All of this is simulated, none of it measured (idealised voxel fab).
Process module, titled voxel self aligned vias
This is section cut - it's 205 nm across, gridded in 5 nm square cells.
Each cross-section below is a grid of square cells, stated as bands in top-down order, with one or more rows of cells making up each band. Read a band's entry like this: the first values are the height of its top and the height of its bottom in nm, and what follows is the sequence of materials from left to right, each with its width in nm. Note that "blank" is empty space, and that a single material marked "edge to edge" reaches across the band from edge to edge. Heights are measured from 0, the level below which the as-received wafer is all one material; the lowest band has no bottom and continues downward, written as in "0 nm and below". A width given as "30 to 40" starts at the first number in the band's top row and ends at the second number in its bottom row, shifting by an equal amount at every step from row to row. Reading "stayed the same" for a step: not a cell of the cross-section changed in it. "Enclosed void inventory" specifies each empty space that is not open to the top and that occupies no fewer than 8 cells, using the form width x height at distance, the distance measured from the left edge and all three quantities in nm. Past the settings on a step's line: simulator remark, on that step. overlay nm: where the mask lay relative to plan, measured to the right, on steps with a mask; negatives go left.
[Planned step list for the process]
| 1 | op RECEIVE | material Si |
| 2 | op CONFORMAL_DEP | material SiO2 | thk nm 10 |
| 3 | op CONFORMAL_DEP | material SiCN | thk nm 5 |
| 4 | op DIRECTIONAL_DEP | material lowk | thk nm 20 |
| 5 | op PATTERN | tone open | mask id LINES | material resist | width nm 25 | pitch nm 65 | thk nm 20 | overlay nm 0 |
| 6 | op DIRECTIONAL_ETCH | etch materials lowk | depth nm 20 |
| 7 | op STRIP | etch materials resist |
| 8 | op CONFORMAL_DEP | material TiN | thk nm 5 |
| 9 | op FILL_DEP | material Ru | thk nm 5 |
| 10 | op CMP | height nm 35 |
| 11 | op SELECTIVE_ETCH | etch materials W Ru TiN | depth nm 10 |
| 12 | op FILL_DEP | material SiN | thk nm 5 |
| 13 | op CMP | height nm 35 |
| 14 | op DIRECTIONAL_DEP | material lowk | thk nm 15 |
| 15 | op DIRECTIONAL_DEP | material aC | thk nm 10 |
| 16 | op PATTERN | tone open | mask id VIAS | material resist | width nm 45 | thk nm 25 | overlay nm 0 |
| 17 | op DIRECTIONAL_ETCH | etch materials aC | depth nm 10 |
| 18 | op STRIP | etch materials resist |
| 19 | op DIRECTIONAL_ETCH | etch materials lowk | depth nm 15 |
| 20 | op DIRECTIONAL_ETCH | etch materials SiN | depth nm 10 |
| 21 | op STRIP | etch materials aC |
| 22 | op CONFORMAL_DEP | material TiN | thk nm 5 |
| 23 | op FILL_DEP | material Cu | thk nm 5 |
| 24 | op CMP | height nm 50 |
| 25 | op CONFORMAL_DEP | material SiN | thk nm 5 |
[First wafer of two (run as planned)]
[Cross-section of the wafer at receipt, which is the condition after step 1]
  0 nm and below: Si edge to edge
  Enclosed void inventory: none
[after step 2]
  10 nm to 0 nm: SiO2 edge to edge
  Rest of section, below 0: as before.
[after step 3]
  15 nm to 10 nm: SiCN edge to edge
  Rest of section, below 10: as before.
[after step 4]
  35 nm to 15 nm: lowk edge to edge
  Rest of section, below 15: as before.
[after step 5]
  55 nm to 35 nm: resist 55 nm; blank 25 nm; resist 40 nm; blank 25 nm; resist 60 nm
  Rest of section, below 35: as before.
[after step 6]
  55 nm to 35 nm: resist 55 nm; blank 25 nm; resist 40 nm; blank 25 nm; resist 60 nm
  35 nm to 15 nm: lowk 55 nm; blank 25 nm; lowk 40 nm; blank 25 nm; lowk 60 nm
  Rest of section, below 15: as before.
[after step 7]
  35 nm to 15 nm: lowk 55 nm; blank 25 nm; lowk 40 nm; blank 25 nm; lowk 60 nm
  Rest of section, below 15: as before.
[after step 8]
  40 nm to 35 nm: TiN 60 nm; blank 15 nm; TiN 50 nm; blank 15 nm; TiN 65 nm
  35 nm to 20 nm: lowk 55 nm; TiN 5 nm; blank 15 nm; TiN 5 nm; lowk 40 nm; TiN 5 nm; blank 15 nm; TiN 5 nm; lowk 60 nm
  20 nm to 15 nm: lowk 55 nm; TiN 25 nm; lowk 40 nm; TiN 25 nm; lowk 60 nm
  Rest of section, below 15: as before.
[after step 9]
  45 nm to 40 nm: Ru edge to edge
  40 nm to 35 nm: TiN 60 nm; Ru 15 nm; TiN 50 nm; Ru 15 nm; TiN 65 nm
  35 nm to 20 nm: lowk 55 nm; TiN 5 nm; Ru 15 nm; TiN 5 nm; lowk 40 nm; TiN 5 nm; Ru 15 nm; TiN 5 nm; lowk 60 nm
  Rest of section, below 20: as before.
[after step 10]
  35 nm to 20 nm: lowk 55 nm; TiN 5 nm; Ru 15 nm; TiN 5 nm; lowk 40 nm; TiN 5 nm; Ru 15 nm; TiN 5 nm; lowk 60 nm
  Rest of section, below 20: as before.
[after step 11]
  35 nm to 25 nm: lowk 55 nm; blank 25 nm; lowk 40 nm; blank 25 nm; lowk 60 nm
  Rest of section, below 25: as before.
[after step 12]
  40 nm to 35 nm: SiN edge to edge
  35 nm to 25 nm: lowk 55 nm; SiN 25 nm; lowk 40 nm; SiN 25 nm; lowk 60 nm
  Rest of section, below 25: as before.
[after step 13]
  35 nm to 25 nm: lowk 55 nm; SiN 25 nm; lowk 40 nm; SiN 25 nm; lowk 60 nm
  Rest of section, below 25: as before.
[after step 14]
  50 nm to 35 nm: lowk edge to edge
  Rest of section, below 35: as before.
[after step 15]
  60 nm to 50 nm: aC edge to edge
  Rest of section, below 50: as before.
[after step 16]
  85 nm to 60 nm: resist 45 nm; blank 45 nm; resist 115 nm
  Rest of section, below 60: as before.
[after step 17]
  75 nm to 60 nm: resist 45 nm; blank 45 nm; resist 115 nm
  60 nm to 50 nm: aC 45 nm; blank 45 nm; aC 115 nm
  Rest of section, below 50: as before.
[after step 18]
  60 nm to 50 nm: aC 45 nm; blank 45 nm; aC 115 nm
  Rest of section, below 50: as before.
[after step 19]
  60 nm to 50 nm: aC 45 nm; blank 45 nm; aC 115 nm
  50 nm to 35 nm: lowk 45 nm; blank 45 nm; lowk 115 nm
  Rest of section, below 35: as before.
[after step 20]
  60 nm to 50 nm: aC 45 nm; blank 45 nm; aC 115 nm
  50 nm to 35 nm: lowk 45 nm; blank 45 nm; lowk 115 nm
  35 nm to 25 nm: lowk 55 nm; blank 25 nm; lowk 40 nm; SiN 25 nm; lowk 60 nm
  Rest of section, below 25: as before.
[after step 21]
  50 nm to 35 nm: lowk 45 nm; blank 45 nm; lowk 115 nm
  Rest of section, below 35: as before.
[after step 22]
  55 nm to 50 nm: TiN 50 nm; blank 35 nm; TiN 120 nm
  50 nm to 40 nm: lowk 45 nm; TiN 5 nm; blank 35 nm; TiN 5 nm; lowk 115 nm
  40 nm to 35 nm: lowk 45 nm; TiN 15 nm; blank 15 nm; TiN 15 nm; lowk 115 nm
  35 nm to 30 nm: lowk 55 nm; TiN 5 nm; blank 15 nm; TiN 5 nm; lowk 40 nm; SiN 25 nm; lowk 60 nm
  30 nm to 25 nm: lowk 55 nm; TiN 25 nm; lowk 40 nm; SiN 25 nm; lowk 60 nm
  Rest of section, below 25: as before.
[after step 23]
  60 nm to 55 nm: Cu edge to edge
  55 nm to 50 nm: TiN 50 nm; Cu 35 nm; TiN 120 nm
  50 nm to 40 nm: lowk 45 nm; TiN 5 nm; Cu 35 nm; TiN 5 nm; lowk 115 nm
  40 nm to 35 nm: lowk 45 nm; TiN 15 nm; Cu 15 nm; TiN 15 nm; lowk 115 nm
  35 nm to 30 nm: lowk 55 nm; TiN 5 nm; Cu 15 nm; TiN 5 nm; lowk 40 nm; SiN 25 nm; lowk 60 nm
  Rest of section, below 30: as before.
[after step 24]
  50 nm to 40 nm: lowk 45 nm; TiN 5 nm; Cu 35 nm; TiN 5 nm; lowk 115 nm
  Rest of section, below 40: as before.
[after step 25]
  55 nm to 50 nm: SiN edge to edge
  Rest of section, below 50: as before.
[The remaining wafer, second of the two, started like the first and was run to the same plan, except that one mistake was made along the way; the two coincide through step 4, inclusive]
[At the planned end of step 5, the second wafer in cross-section]
  55 nm to 35 nm: blank 55 nm; resist 25 nm; blank 40 nm; resist 25 nm; blank 60 nm
  Rest of section, below 35: as before.
[At the planned end of step 6, the second wafer in cross-section]
  55 nm to 35 nm: blank 55 nm; resist 25 nm; blank 40 nm; resist 25 nm; blank 60 nm
  35 nm to 15 nm: blank 55 nm; lowk 25 nm; blank 40 nm; lowk 25 nm; blank 60 nm
  Rest of section, below 15: as before.
[At the planned end of step 7, the second wafer in cross-section]
  35 nm to 15 nm: blank 55 nm; lowk 25 nm; blank 40 nm; lowk 25 nm; blank 60 nm
  Rest of section, below 15: as before.
[At the planned end of step 8, the second wafer in cross-section]
  40 nm to 35 nm: blank 50 nm; TiN 35 nm; blank 30 nm; TiN 35 nm; blank 55 nm
  35 nm to 20 nm: blank 50 nm; TiN 5 nm; lowk 25 nm; TiN 5 nm; blank 30 nm; TiN 5 nm; lowk 25 nm; TiN 5 nm; blank 55 nm
  20 nm to 15 nm: TiN 55 nm; lowk 25 nm; TiN 40 nm; lowk 25 nm; TiN 60 nm
  Rest of section, below 15: as before.
[At the planned end of step 9, the second wafer in cross-section]
  45 nm to 40 nm: Ru edge to edge
  40 nm to 35 nm: Ru 50 nm; TiN 35 nm; Ru 30 nm; TiN 35 nm; Ru 55 nm
  35 nm to 20 nm: Ru 50 nm; TiN 5 nm; lowk 25 nm; TiN 5 nm; Ru 30 nm; TiN 5 nm; lowk 25 nm; TiN 5 nm; Ru 55 nm
  Rest of section, below 20: as before.
[At the planned end of step 10, the second wafer in cross-section]
  35 nm to 20 nm: Ru 50 nm; TiN 5 nm; lowk 25 nm; TiN 5 nm; Ru 30 nm; TiN 5 nm; lowk 25 nm; TiN 5 nm; Ru 55 nm
  Rest of section, below 20: as before.
[At the planned end of step 11, the second wafer in cross-section]
  35 nm to 25 nm: blank 55 nm; lowk 25 nm; blank 40 nm; lowk 25 nm; blank 60 nm
  Rest of section, below 25: as before.
[At the planned end of step 12, the second wafer in cross-section]
  40 nm to 35 nm: SiN edge to edge
  35 nm to 25 nm: SiN 55 nm; lowk 25 nm; SiN 40 nm; lowk 25 nm; SiN 60 nm
  Rest of section, below 25: as before.
[At the planned end of step 13, the second wafer in cross-section]
  35 nm to 25 nm: SiN 55 nm; lowk 25 nm; SiN 40 nm; lowk 25 nm; SiN 60 nm
  Rest of section, below 25: as before.
[At the planned end of step 14, the second wafer in cross-section]
  50 nm to 35 nm: lowk edge to edge
  Rest of section, below 35: as before.
[At the planned end of step 15, the second wafer in cross-section]
  60 nm to 50 nm: aC edge to edge
  Rest of section, below 50: as before.
[At the planned end of step 16, the second wafer in cross-section]
  85 nm to 60 nm: resist 45 nm; blank 45 nm; resist 115 nm
  Rest of section, below 60: as before.
[At the planned end of step 17, the second wafer in cross-section]
  75 nm to 60 nm: resist 45 nm; blank 45 nm; resist 115 nm
  60 nm to 50 nm: aC 45 nm; blank 45 nm; aC 115 nm
  Rest of section, below 50: as before.
[At the planned end of step 18, the second wafer in cross-section]
  60 nm to 50 nm: aC 45 nm; blank 45 nm; aC 115 nm
  Rest of section, below 50: as before.
[At the planned end of step 19, the second wafer in cross-section]
  60 nm to 50 nm: aC 45 nm; blank 45 nm; aC 115 nm
  50 nm to 35 nm: lowk 45 nm; blank 45 nm; lowk 115 nm
  Rest of section, below 35: as before.
[At the planned end of step 20, the second wafer in cross-section]
  60 nm to 50 nm: aC 45 nm; blank 45 nm; aC 115 nm
  50 nm to 35 nm: lowk 45 nm; blank 45 nm; lowk 115 nm
  35 nm to 25 nm: SiN 45 nm; blank 10 nm; lowk 25 nm; blank 10 nm; SiN 30 nm; lowk 25 nm; SiN 60 nm
  Rest of section, below 25: as before.
[At the planned end of step 21, the second wafer in cross-section]
  50 nm to 35 nm: lowk 45 nm; blank 45 nm; lowk 115 nm
  Rest of section, below 35: as before.
[At the planned end of step 22, the second wafer in cross-section]
  55 nm to 50 nm: TiN 50 nm; blank 35 nm; TiN 120 nm
  50 nm to 40 nm: lowk 45 nm; TiN 5 nm; blank 35 nm; TiN 5 nm; lowk 115 nm
  40 nm to 35 nm: lowk 45 nm; TiN 45 nm; lowk 115 nm
  35 nm to 25 nm: SiN 45 nm; TiN 10 nm; lowk 25 nm; TiN 10 nm; SiN 30 nm; lowk 25 nm; SiN 60 nm
  Rest of section, below 25: as before.
[At the planned end of step 23, the second wafer in cross-section]
  60 nm to 55 nm: Cu edge to edge
  55 nm to 50 nm: TiN 50 nm; Cu 35 nm; TiN 120 nm
  50 nm to 40 nm: lowk 45 nm; TiN 5 nm; Cu 35 nm; TiN 5 nm; lowk 115 nm
  Rest of section, below 40: as before.
[At the planned end of step 24, the second wafer in cross-section]
  50 nm to 40 nm: lowk 45 nm; TiN 5 nm; Cu 35 nm; TiN 5 nm; lowk 115 nm
  Rest of section, below 40: as before.
[At the planned end of step 25, the second wafer in cross-section]
  55 nm to 50 nm: SiN edge to edge
  Rest of section, below 50: as before.
What was done differently from what was planned? step 5 off recipe, ran as op PATTERN | tone cover | mask id LINES | material resist | width nm 25 | pitch nm 65 | thk nm 20 | overlay nm 0
Final comparison by cell count, materials where the second wafer has more or fewer than the first: 6 fewer of Cu | 21 more of Ru | 44 more of SiN | 25 more of TiN | 84 fewer of lowk
